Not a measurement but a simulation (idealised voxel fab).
You're looking at the process module voxel air gaps.
Section shown: cut. Width: 245 nm. Cell size: 5 nm, square.
Cross-section layout: square cells on a grid; listed as bands, top to bottom; a band spans one or more cell rows.
This entry defines a band. It first specifies the height of the band's top and the height of its bottom in nm, and then specifies the band's materials from left to right, stating each material with its width in nm. The word "everywhere" identifies a single material that fills the band from edge to edge, while the word "blank" identifies empty space.
All heights in this document are referenced to 0, defined as the level beneath which the wafer, as received, consists entirely of one material. The lowest band is not bounded below; it extends indefinitely downward and is written in the form "from 0 down".
The two numbers in a width such as "30 to 40" mark its ends across the band: the first belongs to the top row of cells, the second to the bottom row, and from each row to the next the width moves by the same amount.
"remains unaltered" -> step changed no cross-section cell.
"Trapped void list": sealed empty spaces, 8 cells or more, no open way to top, listed width x height at distance, with distance from the left edge and width, height and distance in nm.
Anything after a step's settings on that line? It's the simulator's own note about the step.
overlay nm, on a step with a mask: how far to the right of its planned place the mask lay; to the left if negative
These are the steps we planned for the process
step 1: RECEIVE [material Si]
step 2: CONFORMAL_DEP [material SiO2] [thk nm 10]
step 3: CONFORMAL_DEP [material SiN] [thk nm 5]
step 4: DIRECTIONAL_DEP [material lowk] [thk nm 35]
step 5: DIRECTIONAL_DEP [material aC] [thk nm 10]
step 6: PATTERN [tone open] [mask id LINES] [material resist] [width nm 20] [pitch nm 50] [thk nm 25] [overlay nm 0]
step 7: DIRECTIONAL_ETCH [etch materials aC] [depth nm 10]
step 8: STRIP [etch materials resist]
step 9: DIRECTIONAL_ETCH [etch materials lowk] [depth nm 35]
step 10: STRIP [etch materials aC]
step 11: CONFORMAL_DEP [material TiN] [thk nm 5]
step 12: FILL_DEP [material Ru] [thk nm 5]
step 13: CMP [height nm 50]
step 14: EPI [material Ru] [thk nm 10]
step 15: SELECTIVE_ETCH [etch materials lowk] [depth nm 45]
step 16: CONFORMAL_DEP [material SiCN] [thk nm 5]
First wafer out of two, processed as planned
Incoming wafer, cross-sectional view, post step 1
  from 0 down  Si everywhere
  Trapped void list: none
Upon completion of step 2, the wafer appears in cross-section as shown
  from 10 to 0  SiO2 everywhere
  Heights below 0 show no change.
Upon completion of step 3, the wafer appears in cross-section as shown
  from 15 to 10  SiN everywhere
  Heights below 10 show no change.
Upon completion of step 4, the wafer appears in cross-section as shown
  from 50 to 15  lowk everywhere
  Heights below 15 show no change.
Upon completion of step 5, the wafer appears in cross-section as shown
  from 60 to 50  aC everywhere
  Heights below 50 show no change.
Upon completion of step 6, the wafer appears in cross-section as shown
  from 85 to 60  resist 60 nm | blank 20 nm | resist 30 nm | blank 20 nm | resist 30 nm | blank 20 nm | resist 65 nm
  Heights below 60 show no change.
Upon completion of step 7, the wafer appears in cross-section as shown
  from 75 to 60  resist 60 nm | blank 20 nm | resist 30 nm | blank 20 nm | resist 30 nm | blank 20 nm | resist 65 nm
  from 60 to 50  aC 60 nm | blank 20 nm | aC 30 nm | blank 20 nm | aC 30 nm | blank 20 nm | aC 65 nm
  Heights below 50 show no change.
Upon completion of step 8, the wafer appears in cross-section as shown
  from 60 to 50  aC 60 nm | blank 20 nm | aC 30 nm | blank 20 nm | aC 30 nm | blank 20 nm | aC 65 nm
  Heights below 50 show no change.
Upon completion of step 9, the wafer appears in cross-section as shown
  from 60 to 50  aC 60 nm | blank 20 nm | aC 30 nm | blank 20 nm | aC 30 nm | blank 20 nm | aC 65 nm
  from 50 to 15  lowk 60 nm | blank 20 nm | lowk 30 nm | blank 20 nm | lowk 30 nm | blank 20 nm | lowk 65 nm
  Heights below 15 show no change.
Upon completion of step 10, the wafer appears in cross-section as shown
  from 50 to 15  lowk 60 nm | blank 20 nm | lowk 30 nm | blank 20 nm | lowk 30 nm | blank 20 nm | lowk 65 nm
  Heights below 15 show no change.
Upon completion of step 11, the wafer appears in cross-section as shown
  from 55 to 50  TiN 65 nm | blank 10 nm | TiN 40 nm | blank 10 nm | TiN 40 nm | blank 10 nm | TiN 70 nm
  from 50 to 20  lowk 60 nm | TiN 5 nm | blank 10 nm | TiN 5 nm | lowk 30 nm | TiN 5 nm | blank 10 nm | TiN 5 nm | lowk 30 nm | TiN 5 nm | blank 10 nm | TiN 5 nm | lowk 65 nm
  from 20 to 15  lowk 60 nm | TiN 20 nm | lowk 30 nm | TiN 20 nm | lowk 30 nm | TiN 20 nm | lowk 65 nm
  Heights below 15 show no change.
Upon completion of step 12, the wafer appears in cross-section as shown
  from 60 to 55  Ru everywhere
  from 55 to 50  TiN 65 nm | Ru 10 nm | TiN 40 nm | Ru 10 nm | TiN 40 nm | Ru 10 nm | TiN 70 nm
  from 50 to 20  lowk 60 nm | TiN 5 nm | Ru 10 nm | TiN 5 nm | lowk 30 nm | TiN 5 nm | Ru 10 nm | TiN 5 nm | lowk 30 nm | TiN 5 nm | Ru 10 nm | TiN 5 nm | lowk 65 nm
  Heights below 20 show no change.
Upon completion of step 13, the wafer appears in cross-section as shown
  from 50 to 20  lowk 60 nm | TiN 5 nm | Ru 10 nm | TiN 5 nm | lowk 30 nm | TiN 5 nm | Ru 10 nm | TiN 5 nm | lowk 30 nm | TiN 5 nm | Ru 10 nm | TiN 5 nm | lowk 65 nm
  Heights below 20 show no change.
Upon completion of step 14, the wafer appears in cross-section as shown
  from 60 to 50  blank 50 nm | Ru 40 nm | blank 10 nm | Ru 40 nm | blank 10 nm | Ru 40 nm | blank 55 nm
  Heights below 50 show no change.
Upon completion of step 15, the wafer appears in cross-section as shown
  from 60 to 50  blank 50 nm | Ru 40 nm | blank 10 nm | Ru 40 nm | blank 10 nm | Ru 40 nm | blank 55 nm
  from 50 to 20  blank 60 nm | TiN 5 nm | Ru 10 nm | TiN 5 nm | blank 30 nm | TiN 5 nm | Ru 10 nm | TiN 5 nm | blank 30 nm | TiN 5 nm | Ru 10 nm | TiN 5 nm | blank 65 nm
  from 20 to 15  blank 60 nm | TiN 20 nm | blank 30 nm | TiN 20 nm | blank 30 nm | TiN 20 nm | blank 65 nm
  Heights below 15 show no change.
Upon completion of step 16, the wafer appears in cross-section as shown
  from 65 to 60  blank 45 nm | SiCN 150 nm | blank 50 nm
  from 60 to 50  blank 45 nm | SiCN 5 nm | Ru 40 nm | SiCN 10 nm | Ru 40 nm | SiCN 10 nm | Ru 40 nm | SiCN 5 nm | blank 50 nm
  from 50 to 45  blank 45 nm | SiCN 15 nm | TiN 5 nm | Ru 10 nm | TiN 5 nm | SiCN 30 nm | TiN 5 nm | Ru 10 nm | TiN 5 nm | SiCN 30 nm | TiN 5 nm | Ru 10 nm | TiN 5 nm | SiCN 15 nm | blank 50 nm
  from 45 to 20  blank 55 nm | SiCN 5 nm | TiN 5 nm | Ru 10 nm | TiN 5 nm | SiCN 5 nm | blank 20 nm | SiCN 5 nm | TiN 5 nm | Ru 10 nm | TiN 5 nm | SiCN 5 nm | blank 20 nm | SiCN 5 nm | TiN 5 nm | Ru 10 nm | TiN 5 nm | SiCN 5 nm | blank 60 nm
  from 20 to 15  SiCN 60 nm | TiN 20 nm | SiCN 30 nm | TiN 20 nm | SiCN 30 nm | TiN 20 nm | SiCN 65 nm
  Heights below 15 show no change.
  Trapped void list: 20 x 25 at 85; 20 x 25 at 135
Second wafer: same start and same plan as the first, one execution error; identical to the first through step 12
Second wafer shown in cross-section at the time step 13 was slated to end
  from 45 to 20  lowk 60 nm | TiN 5 nm | Ru 10 nm | TiN 5 nm | lowk 30 nm | TiN 5 nm | Ru 10 nm | TiN 5 nm | lowk 30 nm | TiN 5 nm | Ru 10 nm | TiN 5 nm | lowk 65 nm
  Heights below 20 show no change.
Second wafer shown in cross-section at the time step 14 was slated to end
  from 55 to 45  blank 50 nm | Ru 40 nm | blank 10 nm | Ru 40 nm | blank 10 nm | Ru 40 nm | blank 55 nm
  Heights below 45 show no change.
Second wafer shown in cross-section at the time step 15 was slated to end
  from 55 to 45  blank 50 nm | Ru 40 nm | blank 10 nm | Ru 40 nm | blank 10 nm | Ru 40 nm | blank 55 nm
  from 45 to 20  blank 60 nm | TiN 5 nm | Ru 10 nm | TiN 5 nm | blank 30 nm | TiN 5 nm | Ru 10 nm | TiN 5 nm | blank 30 nm | TiN 5 nm | Ru 10 nm | TiN 5 nm | blank 65 nm
  from 20 to 15  blank 60 nm | TiN 20 nm | blank 30 nm | TiN 20 nm | blank 30 nm | TiN 20 nm | blank 65 nm
  Heights below 15 show no change.
Second wafer shown in cross-section at the time step 16 was slated to end
  from 60 to 55  blank 45 nm | SiCN 150 nm | blank 50 nm
  from 55 to 45  blank 45 nm | SiCN 5 nm | Ru 40 nm | SiCN 10 nm | Ru 40 nm | SiCN 10 nm | Ru 40 nm | SiCN 5 nm | blank 50 nm
  from 45 to 40  blank 45 nm | SiCN 15 nm | TiN 5 nm | Ru 10 nm | TiN 5 nm | SiCN 30 nm | TiN 5 nm | Ru 10 nm | TiN 5 nm | SiCN 30 nm | TiN 5 nm | Ru 10 nm | TiN 5 nm | SiCN 15 nm | blank 50 nm
  from 40 to 20  blank 55 nm | SiCN 5 nm | TiN 5 nm | Ru 10 nm | TiN 5 nm | SiCN 5 nm | blank 20 nm | SiCN 5 nm | TiN 5 nm | Ru 10 nm | TiN 5 nm | SiCN 5 nm | blank 20 nm | SiCN 5 nm | TiN 5 nm | Ru 10 nm | TiN 5 nm | SiCN 5 nm | blank 60 nm
  from 20 to 15  SiCN 60 nm | TiN 20 nm | SiCN 30 nm | TiN 20 nm | SiCN 30 nm | TiN 20 nm | SiCN 65 nm
  Heights below 15 show no change.
  Trapped void list: 20 x 20 at 85; 20 x 20 at 135
Misprocessing identified: step 13 deviated from plan and actually ran as CMP [height nm 45]
Per the end-of-run cell counts, the second wafer holds more or fewer of some materials than the first: -6 Ru; -6 SiCN; -6 TiN
